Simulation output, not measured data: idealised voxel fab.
A process module follows: voxel ribs on slabs.
Each square cell in cross-section cut measures 5 nm, and the section as a whole is 255 nm wide.
Throughout this document, each cross-section is represented as a grid of square cells and is presented as a sequence of bands enumerated from the top downward, where a band comprises one or more rows of cells. Band entry format. Leading values: height of top, height of bottom, nm. Remainder: materials in left-to-right order, each with its width in nm. Special words: "throughout" on a single material, which then fills the band edge to edge; "air", empty space. Convention: height 0 is the level below which the wafer, as received, is all one material. The lowest band does not terminate at the bottom but continues downward, represented as "0 -> down". Read "30..40" as a graded width: first number on top, second number at the bottom, same change between each pair of neighbouring rows. What does "everything unchanged" mean for a step? It means no cell of the cross-section changed in that step. So "Non-vented voids" is basically the list of trapped voids: any empty space of 8 cells or more that can't reach the top through an opening. They're written width x height at distance, the distance being from the left edge, and it's all nm. On each step's line, the part that comes after the settings is the simulator's own comment on the step. overlay nm: right-of-plan distance of the mask on a masked step; negative values mean left-of-plan.

# Intended process steps
1) RECEIVE,material Si
2) DIRECTIONAL_DEP,material SiO2,thk nm 25
3) DIRECTIONAL_DEP,material polySi,thk nm 15
4) MASKED_ETCH,tone cover,mask id RIB,width nm 20,etch materials polySi,depth nm 5,overlay nm 0
5) DIRECTIONAL_DEP,material aC,thk nm 10
6) PATTERN,tone cover,mask id SLAB,material resist,width nm 70,thk nm 30,overlay nm 0
7) DIRECTIONAL_ETCH,etch materials aC,depth nm 10
8) STRIP,etch materials resist
9) DIRECTIONAL_ETCH,etch materials polySi,depth nm 10
10) STRIP,etch materials aC
11) FILL_DEP,material SiO2,thk nm 30
12) CMP,height nm 60
13) DIRECTIONAL_DEP,material TiN,thk nm 10
14) MASKED_ETCH,tone cover,mask id HEATER,width nm 40,etch materials TiN,depth nm 10,overlay nm 0
15) CONFORMAL_DEP,material SiO2,thk nm 5
varied across the wafers: width nm of step 4. The plan shows the first wafer's value. All wafers start alike

# Received condition of the first of several wafers, sectioned: post-step 1
> 0 -> down | Si throughout
> Non-vented voids: none

# Post step 15, the closing step of the module: first of several wafers, cross-sectioned
> 75 -> 70 | 100 of air | 50 of SiO2 | 105 of air
> 70 -> 65 | 100 of air | 5 of SiO2 | 40 of TiN | 5 of SiO2 | 105 of air
> 65 -> 60 | 105 of SiO2 | 40 of TiN | 110 of SiO2
> 60 -> 40 | SiO2 throughout
> 40 -> 35 | 115 of SiO2 | 20 of polySi | 120 of SiO2
> 35 -> 25 | 90 of SiO2 | 70 of polySi | 95 of SiO2
> 25 -> 0 | SiO2 throughout
> 0 -> down | Si throughout
> Non-vented voids: none

# Here's the last wafer cross-sectioned at the end of the module
> 75 -> 70 | 100 of air | 50 of SiO2 | 105 of air
> 70 -> 65 | 100 of air | 5 of SiO2 | 40 of TiN | 5 of SiO2 | 105 of air
> 65 -> 60 | 105 of SiO2 | 40 of TiN | 110 of SiO2
> 60 -> 40 | SiO2 throughout
> 40 -> 35 | 105 of SiO2 | 45 of polySi | 105 of SiO2
> 35 -> 25 | 90 of SiO2 | 70 of polySi | 95 of SiO2
> 25 -> 0 | SiO2 throughout
> 0 -> down | Si throughout
> Non-vented voids: none

# Every row in this table is a wafer at the end of the module, and it gives, for each of the materials, the cells that wafer has gained (+) or lost (-) since it was received, then its closed voids
width nm 20, +635 SiO2, +16 TiN, +32 polySi, Non-vented voids: none
width nm 25, +634 SiO2, +16 TiN, +33 polySi, Non-vented voids: none
width nm 30, +633 SiO2, +16 TiN, +34 polySi, Non-vented voids: none
width nm 35, +632 SiO2, +16 TiN, +35 polySi, Non-vented voids: none
width nm 40, +631 SiO2, +16 TiN, +36 polySi, Non-vented voids: none
width nm 45, +630 SiO2, +16 TiN, +37 polySi, Non-vented voids: none
